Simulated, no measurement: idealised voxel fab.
Process module, titled voxel wiring stack
In the cross-section labelled cut, the width is 240 nm and each square cell is 5 nm.
A cross-section is written here as square cells arranged in a grid, and it is given in bands from the top down, each band taking up one or more rows of cells.
A band entry consists of two parts. The first gives the height of the band's top and the height of its bottom, in nm. The rest lists the band's materials from left to right, each with its width in nm. A single material labelled with the word "full width" fills the band from edge to edge, and the word "air" marks empty space.
A quick word on heights: they are counted from 0, and under that level the wafer as it came to us is one material throughout. The lowest band is different from the rest in having no bottom; it simply continues downward, written as in "top 0, no bottom".
Width "30->40": first value at the band's top row of cells, second value at its bottom row, equal change from row to row.
Key: "no change occurred" - step with no changed cell in the cross-section.
"closed voids" contains a list of empty spaces, each no smaller than 8 cells and without an open way to the top, written in the form width x height at distance with the distance from the left edge and all three in nm.
Post-settings text on a step line: simulator's own remark regarding the step.
"overlay nm", when on a step's line for a step with a mask, measures how far to the right of its planned place the mask lay; a negative measure means to the left.

PROCESS STEPS FORESEEN IN THE PLAN
1. RECEIVE with material Si
2. CONFORMAL_DEP with material SiO2, thk nm 15
3. DIRECTIONAL_DEP with material TiN, thk nm 5
4. DIRECTIONAL_DEP with material Ru, thk nm 20
5. MASKED_ETCH with tone cover, mask id METAL_1, width nm 15, pitch nm 40, etch materials Ru, depth nm 20, overlay nm 0
6. MASKED_ETCH with tone cover, mask id METAL_1, width nm 25, pitch nm 40, etch materials TiN, depth nm 5, overlay nm 0
7. FILL_DEP with material SiO2, thk nm 5
8. CMP with height nm 40
9. CONFORMAL_DEP with material SiCN, thk nm 5
10. DIRECTIONAL_DEP with material lowk, thk nm 15
11. MASKED_ETCH with tone open, mask id PLUG_1, width nm 15, pitch nm 40, etch materials lowk, depth nm 15, overlay nm 0
12. MASKED_ETCH with tone open, mask id PLUG_1, width nm 15, pitch nm 40, etch materials SiCN, depth nm 5, overlay nm 0
13. EPI with material Ru, thk nm 10
14. EPI with material Ru, thk nm 10
15. CONFORMAL_DEP with material SiN, thk nm 5
16. DIRECTIONAL_DEP with material SiO2, thk nm 15
17. DIRECTIONAL_DEP with material aC, thk nm 15
18. PATTERN with tone open, mask id METAL_2, material resist, width nm 25, pitch nm 40, thk nm 30, overlay nm 0
19. DIRECTIONAL_ETCH with etch materials aC, depth nm 15
20. STRIP with etch materials resist
21. DIRECTIONAL_ETCH with etch materials SiO2, depth nm 15
22. DIRECTIONAL_ETCH with etch materials SiN, depth nm 5
23. STRIP with etch materials aC
24. CONFORMAL_DEP with material TiN, thk nm 5
25. FILL_DEP with material Cu, thk nm 5
26. CMP with height nm 80
27. CONFORMAL_DEP with material SiCN, thk nm 5
28. DIRECTIONAL_DEP with material SiO2, thk nm 25
29. MASKED_ETCH with tone open, mask id METAL_3_HOLES, width nm 15, etch materials SiO2, depth nm 25, overlay nm 0
30. DIRECTIONAL_DEP with material aC, thk nm 15
31. PATTERN with tone open, mask id METAL_3, material resist, width nm 25, pitch nm 40, thk nm 30, overlay nm 0
32. DIRECTIONAL_ETCH with etch materials aC, depth nm 15
33. STRIP with etch materials resist
34. DIRECTIONAL_ETCH with etch materials SiO2, depth nm 15
35. DIRECTIONAL_ETCH with etch materials SiCN, depth nm 5
36. STRIP with etch materials aC
37. CONFORMAL_DEP with material TiN, thk nm 5
38. FILL_DEP with material Ru, thk nm 10
39. CMP with height nm 110
40. CONFORMAL_DEP with material SiCN, thk nm 5
41. DIRECTIONAL_DEP with material SiO2, thk nm 30
42. PATTERN with tone open, mask id METAL_4, material resist, width nm 25, pitch nm 40, thk nm 20, overlay nm 0
43. DIRECTIONAL_ETCH with etch materials SiO2, depth nm 20
44. STRIP with etch materials resist
45. MASKED_ETCH with tone open, mask id METAL_4_HOLES, width nm 15, pitch nm 40, etch materials SiO2, depth nm 10, overlay nm 0
46. MASKED_ETCH with tone open, mask id METAL_4_HOLES, width nm 15, pitch nm 40, etch materials SiCN, depth nm 5, overlay nm 0
47. CONFORMAL_DEP with material TiN, thk nm 5
48. FILL_DEP with material Cu, thk nm 5
49. CMP with height nm 145
50. CONFORMAL_DEP with material SiN, thk nm 5
Across this set of wafers, the varied parameter is the width nm of step 5. Starting conditions are identical for every wafer, and the plan reports the value assigned to the first wafer.

RECEIVED CONDITION OF THE FIRST OF SEVERAL WAFERS, SECTIONED: POST-STEP 1
> top 0, no bottom: Si full width
> closed voids: none

WHERE EACH WAFER STANDS AT THE END OF THE MODULE, A ROW APIECE: CELLS OF EACH MATERIAL GAINED (+) OR LOST (-) SINCE IT WAS RECEIVED, THEN CLOSED VOIDS
width nm 15 | +42 Cu | +63 Ru | +129 SiCN | +86 SiN | +904 SiO2 | +90 TiN | +126 lowk | closed voids: none
width nm 20 | +42 Cu | +71 Ru | +129 SiCN | +86 SiN | +896 SiO2 | +90 TiN | +126 lowk | closed voids: none
width nm 25 | +42 Cu | +79 Ru | +129 SiCN | +86 SiN | +888 SiO2 | +90 TiN | +126 lowk | closed voids: none
